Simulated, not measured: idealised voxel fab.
process module | voxel double patterning
cross-section cut | 150 nm wide | cells 5 nm
A cross-section is a grid of square cells, given in bands from the top down. A band is one or more rows of cells.
Each band's line starts with the height of the band's top and of its bottom, in nm. Then come its materials from left to right, each with its width in nm. One material with "throughout" fills the band from edge to edge. "air" is empty space.
Height 0 is the level under which the wafer as received is all one material. The lowest band goes on downwards, as in "0 down".
A width such as "30 to 40" changes by the same amount from each row of cells to the next, from the band's top row to its bottom row.
"no change" after a step means that no cell of the cross-section changed.
closed voids: empty space of 8 cells or more with no open way to the top, each as width x height at its distance from the left edge, in nm
after a step's settings: what the simulator itself notes on the step
overlay nm, on a step with a mask: how far to the right of its planned place the mask lay; to the left if negative
plan
1 op RECEIVE | material Si
2 op CONFORMAL_DEP | material SiO2 | thk nm 10
3 op DIRECTIONAL_DEP | material TiN | thk nm 10
4 op DIRECTIONAL_DEP | material SiN | thk nm 5
5 op MASKED_ETCH | tone open | mask id FIRST | width nm 15 | pitch nm 50 | etch materials SiN | depth nm 5 | overlay nm 0
6 op DIRECTIONAL_DEP | material aC | thk nm 15
7 op PATTERN | tone open | mask id SECOND | material resist | width nm 15 | pitch nm 50 | thk nm 35 | overlay nm 0
8 op DIRECTIONAL_ETCH | etch materials aC | depth nm 15
9 op STRIP | etch materials resist
10 op DIRECTIONAL_ETCH | etch materials SiN | depth nm 5
11 op STRIP | etch materials aC
12 op DIRECTIONAL_ETCH | etch materials TiN | depth nm 10
13 op STRIP | etch materials SiN
first wafer, as planned
as received, after step 1
  0 down: Si throughout
  closed voids: none
after step 2
  10 to 0: SiO2 throughout
  below 0: unchanged
after step 3
  20 to 10: TiN throughout
  below 10: unchanged
after step 4
  25 to 20: SiN throughout
  below 20: unchanged
after step 5
  25 to 20: SiN 15 | air 15 | SiN 35 | air 15 | SiN 35 | air 15 | SiN 20
  below 20: unchanged
after step 6
  40 to 35: aC 15 | air 15 | aC 35 | air 15 | aC 35 | air 15 | aC 20
  35 to 25: aC throughout
  25 to 20: SiN 15 | aC 15 | SiN 35 | aC 15 | SiN 35 | aC 15 | SiN 20
  below 20: unchanged
after step 7
  75 to 40: resist 40 | air 15 | resist 35 | air 15 | resist 45
  40 to 35: aC 15 | resist 15 | aC 35 | resist 15 | aC 35 | resist 15 | aC 20
  below 35: unchanged
after step 8
  60 to 40: resist 40 | air 15 | resist 35 | air 15 | resist 45
  40 to 35: aC 15 | resist 15 | aC 10 | air 15 | aC 10 | resist 15 | aC 10 | air 15 | aC 10 | resist 15 | aC 20
  35 to 25: aC 40 | air 15 | aC 35 | air 15 | aC 45
  below 25: unchanged
after step 9
  40 to 35: aC 15 | air 15 | aC 10 | air 15 | aC 10 | air 15 | aC 10 | air 15 | aC 10 | air 15 | aC 20
  below 35: unchanged
after step 10
  40 to 35: aC 15 | air 15 | aC 10 | air 15 | aC 10 | air 15 | aC 10 | air 15 | aC 10 | air 15 | aC 20
  35 to 25: aC 40 | air 15 | aC 35 | air 15 | aC 45
  25 to 20: SiN 15 | aC 15 | SiN 10 | air 15 | SiN 10 | aC 15 | SiN 10 | air 15 | SiN 10 | aC 15 | SiN 20
  below 20: unchanged
after step 11
  25 to 20: SiN 15 | air 15 | SiN 10 | air 15 | SiN 10 | air 15 | SiN 10 | air 15 | SiN 10 | air 15 | SiN 20
  below 20: unchanged
after step 12
  25 to 20: SiN 15 | air 15 | SiN 10 | air 15 | SiN 10 | air 15 | SiN 10 | air 15 | SiN 10 | air 15 | SiN 20
  20 to 10: TiN 15 | air 15 | TiN 10 | air 15 | TiN 10 | air 15 | TiN 10 | air 15 | TiN 10 | air 15 | TiN 20
  below 10: unchanged
after step 13
  20 to 10: TiN 15 | air 15 | TiN 10 | air 15 | TiN 10 | air 15 | TiN 10 | air 15 | TiN 10 | air 15 | TiN 20
  below 10: unchanged
second wafer: like start, like plan, one mistake. Through step 6 it matches the first wafer
when step 7 should have ended
  75 to 40: air 40 | resist 15 | air 35 | resist 15 | air 45
  below 40: unchanged
when step 8 should have ended
  60 to 40: air 40 | resist 15 | air 35 | resist 15 | air 45
  40 to 25: air 40 | aC 15 | air 35 | aC 15 | air 45
  25 to 20: SiN 15 | air 15 | SiN 35 | air 15 | SiN 35 | air 15 | SiN 20
  below 20: unchanged
when step 9 should have ended
  40 to 25: air 40 | aC 15 | air 35 | aC 15 | air 45
  below 25: unchanged
when step 10 should have ended
  40 to 25: air 40 | aC 15 | air 35 | aC 15 | air 45
  25 to 20: air 40 | SiN 15 | air 35 | SiN 15 | air 45
  below 20: unchanged
when step 11 should have ended
  25 to 20: air 40 | SiN 15 | air 35 | SiN 15 | air 45
  below 20: unchanged
when step 12 should have ended
  25 to 20: air 40 | SiN 15 | air 35 | SiN 15 | air 45
  20 to 10: air 40 | TiN 15 | air 35 | TiN 15 | air 45
  below 10: unchanged
when step 13 should have ended
  20 to 10: air 40 | TiN 15 | air 35 | TiN 15 | air 45
  below 10: unchanged
what went wrong: step 7 ran as: op PATTERN | tone cover | mask id SECOND | material resist | width nm 15 | pitch nm 50 | thk nm 35 | overlay nm 0
at the end the second wafer has, in cells: 18 fewer of TiN
